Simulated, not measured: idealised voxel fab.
This section sets out a process module, namely voxel wiring stack.
cross-section cut | 145 nm wide | cells 5 nm
Cross-section, as written here: a square-cell grid given band by band from the top down, where a band holds one or more rows of cells. Top height, bottom height, nm. Materials left to right, width each, nm. Single material + "all across" = fills band edge to edge. "empty" = empty. Heads up on the height convention: 0 is the point under which the incoming wafer is all one material, and the lowest band has no bottom, it just keeps going down, like "0 -> down". Think of "30..40" as a width that walks from the first number to the second as you go down the band, top row to bottom row, taking equal-sized steps from row to row. Step marked "all unchanged"? Then no cell in the cross-section changed in it. Enclosed voids (no open way to top), threshold 8 cells or more, entry "Enclosed internal voids", notation width x height at distance, distance from left edge, nm. Formally, on a step line, whatever follows the settings is a remark that the simulator itself makes on the step. overlay nm: for a step with a mask, the amount by which the mask lay right of where it was planned; a negative amount means left of it.

plan:
step 1: RECEIVE [material Si]
step 2: CONFORMAL_DEP [material SiO2] [thk nm 15]
step 3: DIRECTIONAL_DEP [material TiN] [thk nm 5]
step 4: DIRECTIONAL_DEP [material W] [thk nm 15]
step 5: MASKED_ETCH [tone cover] [mask id METAL_1] [width nm 30] [pitch nm 60] [etch materials W] [depth nm 15] [overlay nm 0]
step 6: MASKED_ETCH [tone cover] [mask id METAL_1] [width nm 30] [pitch nm 60] [etch materials TiN] [depth nm 5] [overlay nm 0]
step 7: FILL_DEP [material SiO2] [thk nm 5]
step 8: CMP [height nm 35]
step 9: CONFORMAL_DEP [material SiCN] [thk nm 5]
step 10: DIRECTIONAL_DEP [material SiO2] [thk nm 10]
step 11: MASKED_ETCH [tone open] [mask id PLUG_1] [width nm 15] [etch materials SiO2] [depth nm 10] [overlay nm 0]
step 12: MASKED_ETCH [tone open] [mask id PLUG_1] [width nm 15] [etch materials SiCN] [depth nm 5] [overlay nm 0]
step 13: CONFORMAL_DEP [material TiN] [thk nm 5]
step 14: FILL_DEP [material Cu] [thk nm 5]
step 15: CMP [height nm 50]
step 16: CONFORMAL_DEP [material SiN] [thk nm 5]
step 17: DIRECTIONAL_DEP [material lowk] [thk nm 15]
step 18: MASKED_ETCH [tone open] [mask id METAL_2] [width nm 30] [pitch nm 60] [etch materials lowk] [depth nm 15] [overlay nm 0]
step 19: MASKED_ETCH [tone open] [mask id METAL_2] [width nm 30] [pitch nm 60] [etch materials SiN] [depth nm 5] [overlay nm 0]
step 20: CONFORMAL_DEP [material TiN] [thk nm 5]
step 21: FILL_DEP [material Cu] [thk nm 10]
step 22: CMP [height nm 70]
step 23: CONFORMAL_DEP [material SiCN] [thk nm 5]
step 24: DIRECTIONAL_DEP [material lowk] [thk nm 30]
step 25: MASKED_ETCH [tone open] [mask id METAL_3] [width nm 30] [pitch nm 60] [etch materials lowk] [depth nm 15] [overlay nm 0]
step 26: MASKED_ETCH [tone open] [mask id METAL_3_HOLES] [width nm 15] [etch materials lowk] [depth nm 15] [overlay nm 0]
step 27: MASKED_ETCH [tone open] [mask id METAL_3_HOLES] [width nm 15] [etch materials SiCN] [depth nm 5] [overlay nm 0]
step 28: CONFORMAL_DEP [material TiN] [thk nm 5]
step 29: FILL_DEP [material Cu] [thk nm 10]
step 30: CMP [height nm 105]
step 31: CONFORMAL_DEP [material SiCN] [thk nm 5]
step 32: DIRECTIONAL_DEP [material lowk] [thk nm 10]
step 33: DIRECTIONAL_DEP [material aC] [thk nm 15]
step 34: PATTERN [tone open] [mask id PLUG_3] [material resist] [width nm 15] [thk nm 30] [overlay nm 0]
step 35: DIRECTIONAL_ETCH [etch materials aC] [depth nm 15]
step 36: STRIP [etch materials resist]
step 37: DIRECTIONAL_ETCH [etch materials lowk] [depth nm 10]
step 38: DIRECTIONAL_ETCH [etch materials SiCN] [depth nm 5]
step 39: STRIP [etch materials aC]
step 40: EPI [material Ru] [thk nm 10]
step 41: EPI [material Ru] [thk nm 5]
step 42: DIRECTIONAL_DEP [material TiN] [thk nm 5]
step 43: DIRECTIONAL_DEP [material W] [thk nm 15]
step 44: PATTERN [tone cover] [mask id METAL_4] [material resist] [width nm 30] [pitch nm 60] [thk nm 20] [overlay nm 0]
step 45: DIRECTIONAL_ETCH [etch materials W] [depth nm 15]
step 46: DIRECTIONAL_ETCH [etch materials TiN] [depth nm 5]
step 47: STRIP [etch materials resist]
step 48: FILL_DEP [material SiO2] [thk nm 5]
step 49: CMP [height nm 140]
step 50: CONFORMAL_DEP [material SiCN] [thk nm 5]

Cross-section of the incoming wafer, state after step 1:
    0 -> down  Si all across
    Enclosed internal voids: none

Cross-section: first of two wafers, module finished, run according to plan:
    145 -> 140  SiCN all across
    140 -> 125  25 SiO2 | 30 W | 30 SiO2 | 30 W | 30 SiO2
    125 -> 120  25 SiO2 | 30 TiN | 30 SiO2 | 30 TiN | 30 SiO2
    120 -> 110  25 lowk | 15 Ru | 105 lowk
    110 -> 105  25 SiCN | 15 Ru | 105 SiCN
    105 -> 95  25 lowk | 5 TiN | 20 Cu | 5 TiN | 30 lowk | 5 TiN | 20 Cu | 5 TiN | 30 lowk
    95 -> 90  25 lowk | 5 TiN | 5 Cu | 20 TiN | 30 lowk | 30 TiN | 30 lowk
    90 -> 75  25 lowk | 5 TiN | 5 Cu | 5 TiN | 105 lowk
    75 -> 70  25 SiCN | 15 TiN | 105 SiCN
    70 -> 55  25 lowk | 5 TiN | 20 Cu | 5 TiN | 30 lowk | 5 TiN | 20 Cu | 5 TiN | 30 lowk
    55 -> 50  25 SiN | 30 TiN | 30 SiN | 30 TiN | 30 SiN
    50 -> 40  25 SiO2 | 5 TiN | 5 Cu | 5 TiN | 105 SiO2
    40 -> 35  25 SiCN | 15 TiN | 105 SiCN
    35 -> 20  25 SiO2 | 30 W | 30 SiO2 | 30 W | 30 SiO2
    20 -> 15  25 SiO2 | 30 TiN | 30 SiO2 | 30 TiN | 30 SiO2
    15 -> 0  SiO2 all across
    0 -> down  Si all across
    Enclosed internal voids: none

Module end: cross-section of wafer two of two. Same start and process plan as the first wafer. One mistake during execution:
    145 -> 140  SiCN all across
    140 -> 125  25 SiO2 | 30 W | 30 SiO2 | 30 W | 30 SiO2
    125 -> 120  25 SiO2 | 30 TiN | 30 SiO2 | 30 TiN | 30 SiO2
    120 -> 110  25 lowk | 15 Ru | 105 lowk
    110 -> 105  25 SiCN | 15 Ru | 105 SiCN
    105 -> 95  25 lowk | 5 TiN | 20 Cu | 5 TiN | 30 lowk | 5 TiN | 20 Cu | 5 TiN | 30 lowk
    95 -> 90  25 lowk | 5 TiN | 5 Cu | 20 TiN | 30 lowk | 30 TiN | 30 lowk
    90 -> 75  25 lowk | 5 TiN | 5 Cu | 5 TiN | 105 lowk
    75 -> 70  25 SiCN | 15 TiN | 105 SiCN
    70 -> 55  25 lowk | 5 TiN | 20 Cu | 5 TiN | 30 lowk | 5 TiN | 20 Cu | 5 TiN | 30 lowk
    55 -> 50  25 SiN | 30 TiN | 30 SiN | 30 TiN | 30 SiN
    50 -> 45  Cu all across
    45 -> 40  30 TiN | 5 Cu | 110 TiN
    40 -> 35  25 SiCN | 15 TiN | 105 SiCN
    35 -> 20  25 SiO2 | 30 W | 30 SiO2 | 30 W | 30 SiO2
    20 -> 15  25 SiO2 | 30 TiN | 30 SiO2 | 30 TiN | 30 SiO2
    15 -> 0  SiO2 all across
    0 -> down  Si all across
    Enclosed internal voids: none
Here's what went sideways: step 10 of the plan did not run at all; it was left out
Counted in cells at the end, the second wafer holds more or fewer of these materials than the first: +28 Cu | -52 SiO2 | +24 TiN
